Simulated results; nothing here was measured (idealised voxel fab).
You're looking at the process module voxel trench capacitor.
The width of the displayed cross-section, cut, is 160 nm; its cells are square, with a size of 5 nm.
In what follows, cross-sections appear as grids of square cells, described through bands that run from the top down, where every band is one or more rows of cells. First you get the band's top height and its bottom height, in nm, and then the materials it's made of, left to right, with each width in nm. If you see a single material with "throughout", that one covers the band edge to edge. "air" is empty space. Height 0 is the level under which the wafer as received is all one material. The lowest band goes on downwards, as in "0 and below". Width "30 to 40": first value at the band's top row of cells, second value at its bottom row, equal change from row to row. It should be understood that the words "no modification", when stated for a given step, signify that the cross-section underwent no change in any of its cells during that step. In "Enclosed cavity list" the enclosed voids are listed, meaning empty spaces of 8 cells or larger without any opening to the top. The form is width x height at distance, distance from the left edge, units nm. Whatever follows a step's settings on its line is a remark the simulator itself makes about that step. Regarding "overlay nm": on a step with a mask, it is the distance the mask lay to the right of its planned place; a negative value places it to the left.
**Process steps foreseen in the plan**
1,RECEIVE | material Si
2,CONFORMAL_DEP | material SiN | thk nm 10
3,PATTERN | tone open | mask id TRENCH | material resist | width nm 25 | pitch nm 40 | thk nm 20 | overlay nm -15
4,DIRECTIONAL_ETCH | etch materials SiN | depth nm 10
5,DIRECTIONAL_ETCH | etch materials Si | depth nm 35
6,STRIP | etch materials resist
7,CONFORMAL_DEP | material Al2O3 | thk nm 5
8,FILL_DEP | material polySi | thk nm 10
9,CMP | height nm 10
Variable across wafers: step 3 overlay nm (plan value is that of the first wafer; starting state common to all).
**Here's the first of the wafers in cross-section, just as we got it, i.e. after step 1**
    0 and below  Si throughout
    Enclosed cavity list: none
**End of module: cross-section of the first of several wafers after step 9, the last step**
    10 down to 0  SiN=30 | Al2O3=5 | polySi=15 | Al2O3=5 | SiN=15 | Al2O3=5 | polySi=15 | Al2O3=5 | SiN=65
    0 down to -30  Si=30 | Al2O3=5 | polySi=15 | Al2O3=5 | Si=15 | Al2O3=5 | polySi=15 | Al2O3=5 | Si=65
    -30 down to -35  Si=30 | Al2O3=25 | Si=15 | Al2O3=25 | Si=65
    -35 and below  Si throughout
    Enclosed cavity list: none
**At the end of the module, the last of several wafers in cross-section**
    10 down to 0  SiN=60 | Al2O3=5 | polySi=15 | Al2O3=5 | SiN=15 | Al2O3=5 | polySi=15 | Al2O3=5 | SiN=35
    0 down to -30  Si=60 | Al2O3=5 | polySi=15 | Al2O3=5 | Si=15 | Al2O3=5 | polySi=15 | Al2O3=5 | Si=35
    -30 down to -35  Si=60 | Al2O3=25 | Si=15 | Al2O3=25 | Si=35
    -35 and below  Si throughout
    Enclosed cavity list: none
**Quick key for the table: a row per wafer, taken at the end of the module. For each material it tells you how many cells the wafer gained (+) or lost (-) since it came in, and the closed voids come after**
overlay nm -15; +42 Al2O3; -70 Si; +44 SiN; +48 polySi; Enclosed cavity list: none
overlay nm -10; +42 Al2O3; -70 Si; +44 SiN; +48 polySi; Enclosed cavity list: none
overlay nm -5; +42 Al2O3; -70 Si; +44 SiN; +48 polySi; Enclosed cavity list: none
overlay nm 0; +42 Al2O3; -70 Si; +44 SiN; +48 polySi; Enclosed cavity list: none
overlay nm 5; +42 Al2O3; -70 Si; +44 SiN; +48 polySi; Enclosed cavity list: none
overlay nm 10; +42 Al2O3; -70 Si; +44 SiN; +48 polySi; Enclosed cavity list: none
overlay nm 15; +42 Al2O3; -70 Si; +44 SiN; +48 polySi; Enclosed cavity list: none
